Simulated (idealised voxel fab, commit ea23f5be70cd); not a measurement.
Process module under the name voxel self aligned contacts
Cross-section cut: width 250 nm, square cells of 5 nm.
Format of a cross-section: grid, square cells. Given as bands. Order: top down. Band: one or more rows of cells.
It is stipulated that each band's entry specify, in nanometres, the height of the top of the band and then that of its bottom, followed by the materials of the band in left-to-right sequence, each together with its width in nanometres. A single material marked by the word "throughout" is understood to fill the band from edge to edge; the word "empty" is understood to denote empty space.
Height 0 is the level under which the wafer as received is all one material. The lowest band goes on downwards, as in "0 and below".
Width: "30 to 40" (first number = top row, second number = bottom row, same change from row to row of cells).
Where a step carries "stayed the same", the cross-section came out of it unchanged, cell for cell.
"Enclosed void list" means: voids of 8 cells or more that are shut off from the top with no open way through. Written width x height at distance, distance from the left edge, in nm.
Post-settings text on a step line: simulator's own remark regarding the step.
overlay nm: step with mask; distance mask lay right of planned place; negative value = left of planned place.
### Process steps foreseen in the plan
1: RECEIVE (material Si)
2: OXIDIZE (depth nm 5)
3: DIRECTIONAL_DEP (material polySi; thk nm 20)
4: DIRECTIONAL_DEP (material SiN; thk nm 20)
5: MASKED_ETCH (tone cover; mask id GATE; width nm 25; pitch nm 60; etch materials SiN; depth nm 20; overlay nm 0)
6: MASKED_ETCH (tone cover; mask id GATE; width nm 25; pitch nm 60; etch materials polySi; depth nm 20; overlay nm 0)
7: CONFORMAL_DEP (material SiN; thk nm 10)
8: DIRECTIONAL_ETCH (etch materials SiN; depth nm 10)
9: FILL_DEP (material SiO2; thk nm 10)
10: CMP (height nm 45)
11: MASKED_ETCH (tone open; mask id CONTACT; width nm 45; pitch nm 60; etch materials SiO2; depth nm 50; overlay nm 0)
12: CONFORMAL_DEP (material TiN; thk nm 5)
13: FILL_DEP (material Ru; thk nm 10)
14: CMP (height nm 45)
15: CONFORMAL_DEP (material SiCN; thk nm 5)
### as received, after step 1
0 and below: Si throughout
Enclosed void list: none
### Module complete - cross-section of the first of two wafers, run according to plan
50 down to 45: SiCN throughout
45 down to 40: SiO2=70 | TiN=20 | Ru=5 | TiN=20 | SiO2=15 | TiN=20 | Ru=5 | TiN=20 | SiO2=75
40 down to 20: SiO2=40 | SiN=45 | TiN=5 | Ru=5 | TiN=5 | SiN=45 | TiN=5 | Ru=5 | TiN=5 | SiN=45 | SiO2=45
20 down to 0: SiO2=40 | SiN=10 | polySi=25 | SiN=10 | TiN=5 | Ru=5 | TiN=5 | SiN=10 | polySi=25 | SiN=10 | TiN=5 | Ru=5 | TiN=5 | SiN=10 | polySi=25 | SiN=10 | SiO2=45
0 down to -5: SiO2=85 | TiN=15 | SiO2=45 | TiN=15 | SiO2=90
-5 and below: Si throughout
Enclosed void list: none
### Cross-sectional image of the second wafer of the two following completion of the module. Starting state and process plan were the same as for the first wafer; one execution error occurred
50 down to 45: SiCN throughout
45 down to 20: SiO2=40 | SiN=45 | TiN=5 | Ru=5 | TiN=5 | SiN=45 | TiN=5 | Ru=5 | TiN=5 | SiN=45 | SiO2=45
20 down to 10: SiO2=40 | SiN=10 | polySi=25 | SiN=10 | TiN=5 | Ru=5 | TiN=5 | SiN=10 | polySi=25 | SiN=10 | TiN=5 | Ru=5 | TiN=5 | SiN=10 | polySi=25 | SiN=10 | SiO2=45
10 down to 5: SiO2=40 | SiN=10 | polySi=25 | SiN=10 | TiN=15 | SiN=10 | polySi=25 | SiN=10 | TiN=15 | SiN=10 | polySi=25 | SiN=10 | SiO2=45
5 down to 0: SiN=50 | polySi=25 | SiN=35 | polySi=25 | SiN=35 | polySi=25 | SiN=55
0 down to -5: SiO2 throughout
-5 and below: Si throughout
Enclosed void list: none
Plan not followed: not per plan at step 8, really ran DIRECTIONAL_ETCH (etch materials SiN; depth nm 5)
Wrapping up, a cell-based count of both wafers puts the second over or under the first for these materials: -4 Ru, +50 SiN, -26 SiO2, -20 TiN
